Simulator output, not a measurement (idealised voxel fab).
Proc. module: voxel wiring stack
The cross-section shown here is cut; it is 240 nm wide and divided into square cells measuring 5 nm on a side.
In this document a cross-section is written as a grid of square cells. It is given as a series of bands, listed from the top down, and a band is one or more rows of cells. For a band, the entry starts with two heights in nm, that of the top and then that of the bottom, and carries on with the band's materials in order from left to right, each alongside its width in nm; the word "edge to edge" beside a single material means it fills the band edge to edge, and "air" means empty space. Beneath 0, the wafer as received is one material, and that level is where height counting begins. The lowest band goes on downward without a bottom; it is written like "0 and below". A width given as "30..40" starts at the first number in the band's top row and ends at the second number in its bottom row, shifting by an equal amount at every step from row to row. "no alterations made" for a step: no cell of the cross-section changed in that step. In the "Entrapped voids" entry, you get each enclosed empty space of 8 cells or more, one with no open way to the top, written width x height at distance, distance from the left edge, in nm. It should be noted that, on the line of a given step, the content following the step's settings is a remark produced by the simulator itself with respect to that step. The setting "overlay nm" may be written on the line of a step. When the step uses a mask, the value reports how far to the right of the planned place the mask lay, and a negative value reports that it lay to the left.
**Process steps - plan**
1,RECEIVE [material Si]
2,CONFORMAL_DEP [material SiO2] [thk nm 15]
3,CONFORMAL_DEP [material SiCN] [thk nm 5]
4,DIRECTIONAL_DEP [material lowk] [thk nm 20]
5,PATTERN [tone open] [mask id METAL_1] [material resist] [width nm 20] [pitch nm 45] [thk nm 15] [overlay nm 0]
6,DIRECTIONAL_ETCH [etch materials lowk] [depth nm 20]
7,DIRECTIONAL_ETCH [etch materials SiCN] [depth nm 5]
8,STRIP [etch materials resist]
9,CONFORMAL_DEP [material TiN] [thk nm 5]
10,FILL_DEP [material Cu] [thk nm 10]
11,CMP [height nm 40]
12,EPI [material Ru] [thk nm 5]
13,FILL_DEP [material SiCN] [thk nm 5]
14,DIRECTIONAL_DEP [material SiO2] [thk nm 25]
15,MASKED_ETCH [tone open] [mask id METAL_2] [width nm 20] [pitch nm 45] [etch materials SiO2] [depth nm 15] [overlay nm 0]
16,PATTERN [tone open] [mask id METAL_2_HOLES] [material resist] [width nm 15] [pitch nm 45] [thk nm 20] [overlay nm 0]
17,DIRECTIONAL_ETCH [etch materials SiO2] [depth nm 10]
18,DIRECTIONAL_ETCH [etch materials SiCN] [depth nm 5]
19,STRIP [etch materials resist]
20,CONFORMAL_DEP [material TiN] [thk nm 5]
21,FILL_DEP [material Cu] [thk nm 10]
22,CMP [height nm 75]
23,CONFORMAL_DEP [material SiCN] [thk nm 5]
24,DIRECTIONAL_DEP [material SiO2] [thk nm 30]
25,PATTERN [tone open] [mask id METAL_3] [material resist] [width nm 20] [pitch nm 45] [thk nm 20] [overlay nm 0]
26,DIRECTIONAL_ETCH [etch materials SiO2] [depth nm 20]
27,STRIP [etch materials resist]
28,MASKED_ETCH [tone open] [mask id METAL_3_HOLES] [width nm 15] [pitch nm 45] [etch materials SiO2] [depth nm 10] [overlay nm 0]
29,MASKED_ETCH [tone open] [mask id METAL_3_HOLES] [width nm 15] [pitch nm 45] [etch materials SiCN] [depth nm 5] [overlay nm 0]
30,CONFORMAL_DEP [material TiN] [thk nm 5]
31,FILL_DEP [material Cu] [thk nm 10]
32,CMP [height nm 110]
33,CONFORMAL_DEP [material SiCN] [thk nm 5]
**The first of the two wafers, which ran as planned**
**Incoming wafer, cross-sectional view, post step 1**
> 0 and below = Si edge to edge
> Entrapped voids: none
**Cross-sectional representation of the wafer at the conclusion of step 2**
> 15 down to 0 = SiO2 edge to edge
> below 0: unchanged
**Cross-sectional representation of the wafer at the conclusion of step 3**
> 20 down to 15 = SiCN edge to edge
> below 15: unchanged
**Cross-sectional representation of the wafer at the conclusion of step 4**
> 40 down to 20 = lowk edge to edge
> below 20: unchanged
**Cross-sectional representation of the wafer at the conclusion of step 5**
> 55 down to 40 = 65 resist  20 air  25 resist  20 air  25 resist  20 air  65 resist
> below 40: unchanged
**Cross-sectional representation of the wafer at the conclusion of step 6**
> 55 down to 40 = 65 resist  20 air  25 resist  20 air  25 resist  20 air  65 resist
> 40 down to 20 = 65 lowk  20 air  25 lowk  20 air  25 lowk  20 air  65 lowk
> below 20: unchanged
**Cross-sectional representation of the wafer at the conclusion of step 7**
> 55 down to 40 = 65 resist  20 air  25 resist  20 air  25 resist  20 air  65 resist
> 40 down to 20 = 65 lowk  20 air  25 lowk  20 air  25 lowk  20 air  65 lowk
> 20 down to 15 = 65 SiCN  20 air  25 SiCN  20 air  25 SiCN  20 air  65 SiCN
> below 15: unchanged
**Cross-sectional representation of the wafer at the conclusion of step 8**
> 40 down to 20 = 65 lowk  20 air  25 lowk  20 air  25 lowk  20 air  65 lowk
> below 20: unchanged
**Cross-sectional representation of the wafer at the conclusion of step 9**
> 45 down to 40 = 70 TiN  10 air  35 TiN  10 air  35 TiN  10 air  70 TiN
> 40 down to 20 = 65 lowk  5 TiN  10 air  5 TiN  25 lowk  5 TiN  10 air  5 TiN  25 lowk  5 TiN  10 air  5 TiN  65 lowk
> 20 down to 15 = 65 SiCN  20 TiN  25 SiCN  20 TiN  25 SiCN  20 TiN  65 SiCN
> below 15: unchanged
**Cross-sectional representation of the wafer at the conclusion of step 10**
> 55 down to 45 = Cu edge to edge
> 45 down to 40 = 70 TiN  10 Cu  35 TiN  10 Cu  35 TiN  10 Cu  70 TiN
> 40 down to 20 = 65 lowk  5 TiN  10 Cu  5 TiN  25 lowk  5 TiN  10 Cu  5 TiN  25 lowk  5 TiN  10 Cu  5 TiN  65 lowk
> below 20: unchanged
**Cross-sectional representation of the wafer at the conclusion of step 11**
> 40 down to 20 = 65 lowk  5 TiN  10 Cu  5 TiN  25 lowk  5 TiN  10 Cu  5 TiN  25 lowk  5 TiN  10 Cu  5 TiN  65 lowk
> below 20: unchanged
**Cross-sectional representation of the wafer at the conclusion of step 12**
> 45 down to 40 = 60 air  30 Ru  15 air  30 Ru  15 air  30 Ru  60 air
> below 40: unchanged
**Cross-sectional representation of the wafer at the conclusion of step 13**
> 50 down to 45 = SiCN edge to edge
> 45 down to 40 = 60 SiCN  30 Ru  15 SiCN  30 Ru  15 SiCN  30 Ru  60 SiCN
> below 40: unchanged
**Cross-sectional representation of the wafer at the conclusion of step 14**
> 75 down to 50 = SiO2 edge to edge
> below 50: unchanged
**Cross-sectional representation of the wafer at the conclusion of step 15**
> 75 down to 60 = 65 SiO2  20 air  25 SiO2  20 air  25 SiO2  20 air  65 SiO2
> below 60: unchanged
**Cross-sectional representation of the wafer at the conclusion of step 16**
> 95 down to 75 = 65 resist  15 air  30 resist  15 air  30 resist  15 air  70 resist
> 75 down to 60 = 65 SiO2  15 air  5 resist  25 SiO2  15 air  5 resist  25 SiO2  15 air  5 resist  65 SiO2
> below 60: unchanged
**Cross-sectional representation of the wafer at the conclusion of step 17**
> 95 down to 75 = 65 resist  15 air  30 resist  15 air  30 resist  15 air  70 resist
> 75 down to 60 = 65 SiO2  15 air  5 resist  25 SiO2  15 air  5 resist  25 SiO2  15 air  5 resist  65 SiO2
> 60 down to 50 = 65 SiO2  15 air  30 SiO2  15 air  30 SiO2  15 air  70 SiO2
> below 50: unchanged
**Cross-sectional representation of the wafer at the conclusion of step 18**
> 95 down to 75 = 65 resist  15 air  30 resist  15 air  30 resist  15 air  70 resist
> 75 down to 60 = 65 SiO2  15 air  5 resist  25 SiO2  15 air  5 resist  25 SiO2  15 air  5 resist  65 SiO2
> 60 down to 50 = 65 SiO2  15 air  30 SiO2  15 air  30 SiO2  15 air  70 SiO2
> 50 down to 45 = 65 SiCN  15 air  30 SiCN  15 air  30 SiCN  15 air  70 SiCN
> below 45: unchanged
**Cross-sectional representation of the wafer at the conclusion of step 19**
> 75 down to 60 = 65 SiO2  20 air  25 SiO2  20 air  25 SiO2  20 air  65 SiO2
> below 60: unchanged
**Cross-sectional representation of the wafer at the conclusion of step 20**
> 80 down to 75 = 70 TiN  10 air  35 TiN  10 air  35 TiN  10 air  70 TiN
> 75 down to 65 = 65 SiO2  5 TiN  10 air  5 TiN  25 SiO2  5 TiN  10 air  5 TiN  25 SiO2  5 TiN  10 air  5 TiN  65 SiO2
> 65 down to 60 = 65 SiO2  5 TiN  5 air  10 TiN  25 SiO2  5 TiN  5 air  10 TiN  25 SiO2  5 TiN  5 air  10 TiN  65 SiO2
> 60 down to 50 = 65 SiO2  5 TiN  5 air  5 TiN  30 SiO2  5 TiN  5 air  5 TiN  30 SiO2  5 TiN  5 air  5 TiN  70 SiO2
> 50 down to 45 = 65 SiCN  15 TiN  30 SiCN  15 TiN  30 SiCN  15 TiN  70 SiCN
> below 45: unchanged
**Cross-sectional representation of the wafer at the conclusion of step 21**
> 90 down to 80 = Cu edge to edge
> 80 down to 75 = 70 TiN  10 Cu  35 TiN  10 Cu  35 TiN  10 Cu  70 TiN
> 75 down to 65 = 65 SiO2  5 TiN  10 Cu  5 TiN  25 SiO2  5 TiN  10 Cu  5 TiN  25 SiO2  5 TiN  10 Cu  5 TiN  65 SiO2
> 65 down to 60 = 65 SiO2  5 TiN  5 Cu  10 TiN  25 SiO2  5 TiN  5 Cu  10 TiN  25 SiO2  5 TiN  5 Cu  10 TiN  65 SiO2
> 60 down to 50 = 65 SiO2  5 TiN  5 Cu  5 TiN  30 SiO2  5 TiN  5 Cu  5 TiN  30 SiO2  5 TiN  5 Cu  5 TiN  70 SiO2
> below 50: unchanged
**Cross-sectional representation of the wafer at the conclusion of step 22**
> 75 down to 65 = 65 SiO2  5 TiN  10 Cu  5 TiN  25 SiO2  5 TiN  10 Cu  5 TiN  25 SiO2  5 TiN  10 Cu  5 TiN  65 SiO2
> below 65: unchanged
**Cross-sectional representation of the wafer at the conclusion of step 23**
> 80 down to 75 = SiCN edge to edge
> below 75: unchanged
**Cross-sectional representation of the wafer at the conclusion of step 24**
> 110 down to 80 = SiO2 edge to edge
> below 80: unchanged
**Cross-sectional representation of the wafer at the conclusion of step 25**
> 130 down to 110 = 65 resist  20 air  25 resist  20 air  25 resist  20 air  65 resist
> below 110: unchanged
**Cross-sectional representation of the wafer at the conclusion of step 26**
> 130 down to 110 = 65 resist  20 air  25 resist  20 air  25 resist  20 air  65 resist
> 110 down to 90 = 65 SiO2  20 air  25 SiO2  20 air  25 SiO2  20 air  65 SiO2
> below 90: unchanged
**Cross-sectional representation of the wafer at the conclusion of step 27**
> 110 down to 90 = 65 SiO2  20 air  25 SiO2  20 air  25 SiO2  20 air  65 SiO2
> below 90: unchanged
**Cross-sectional representation of the wafer at the conclusion of step 28**
> 110 down to 90 = 65 SiO2  20 air  25 SiO2  20 air  25 SiO2  20 air  65 SiO2
> 90 down to 80 = 65 SiO2  15 air  30 SiO2  15 air  30 SiO2  15 air  70 SiO2
> below 80: unchanged
**Cross-sectional representation of the wafer at the conclusion of step 29**
> 110 down to 90 = 65 SiO2  20 air  25 SiO2  20 air  25 SiO2  20 air  65 SiO2
> 90 down to 80 = 65 SiO2  15 air  30 SiO2  15 air  30 SiO2  15 air  70 SiO2
> 80 down to 75 = 65 SiCN  15 air  30 SiCN  15 air  30 SiCN  15 air  70 SiCN
> below 75: unchanged
**Cross-sectional representation of the wafer at the conclusion of step 30**
> 115 down to 110 = 70 TiN  10 air  35 TiN  10 air  35 TiN  10 air  70 TiN
> 110 down to 95 = 65 SiO2  5 TiN  10 air  5 TiN  25 SiO2  5 TiN  10 air  5 TiN  25 SiO2  5 TiN  10 air  5 TiN  65 SiO2
> 95 down to 90 = 65 SiO2  5 TiN  5 air  10 TiN  25 SiO2  5 TiN  5 air  10 TiN  25 SiO2  5 TiN  5 air  10 TiN  65 SiO2
> 90 down to 80 = 65 SiO2  5 TiN  5 air  5 TiN  30 SiO2  5 TiN  5 air  5 TiN  30 SiO2  5 TiN  5 air  5 TiN  70 SiO2
> 80 down to 75 = 65 SiCN  15 TiN  30 SiCN  15 TiN  30 SiCN  15 TiN  70 SiCN
> below 75: unchanged
**Cross-sectional representation of the wafer at the conclusion of step 31**
> 125 down to 115 = Cu edge to edge
> 115 down to 110 = 70 TiN  10 Cu  35 TiN  10 Cu  35 TiN  10 Cu  70 TiN
> 110 down to 95 = 65 SiO2  5 TiN  10 Cu  5 TiN  25 SiO2  5 TiN  10 Cu  5 TiN  25 SiO2  5 TiN  10 Cu  5 TiN  65 SiO2
> 95 down to 90 = 65 SiO2  5 TiN  5 Cu  10 TiN  25 SiO2  5 TiN  5 Cu  10 TiN  25 SiO2  5 TiN  5 Cu  10 TiN  65 SiO2
> 90 down to 80 = 65 SiO2  5 TiN  5 Cu  5 TiN  30 SiO2  5 TiN  5 Cu  5 TiN  30 SiO2  5 TiN  5 Cu  5 TiN  70 SiO2
> below 80: unchanged
**Cross-sectional representation of the wafer at the conclusion of step 32**
> 110 down to 95 = 65 SiO2  5 TiN  10 Cu  5 TiN  25 SiO2  5 TiN  10 Cu  5 TiN  25 SiO2  5 TiN  10 Cu  5 TiN  65 SiO2
> below 95: unchanged
**Cross-sectional representation of the wafer at the conclusion of step 33**
> 115 down to 110 = SiCN edge to edge
> below 110: unchanged
**Second Wafer (Identical Start and Plan, One Processing Error; Matches First Wafer Through Step 31)**
Here is the second wafer in cross-section at the point where step 32 of the plan should have been done: no alterations made
**Here is the second wafer in cross-section at the point where step 33 of the plan should have been done**
> 130 down to 125 = SiCN edge to edge
> below 125: unchanged
What was done differently from what was planned? heads up, step 32 of the plan was skipped and never actually ran
Final tally in cells, some materials are higher or lower on the second wafer than on the first: +102 Cu | +42 TiN
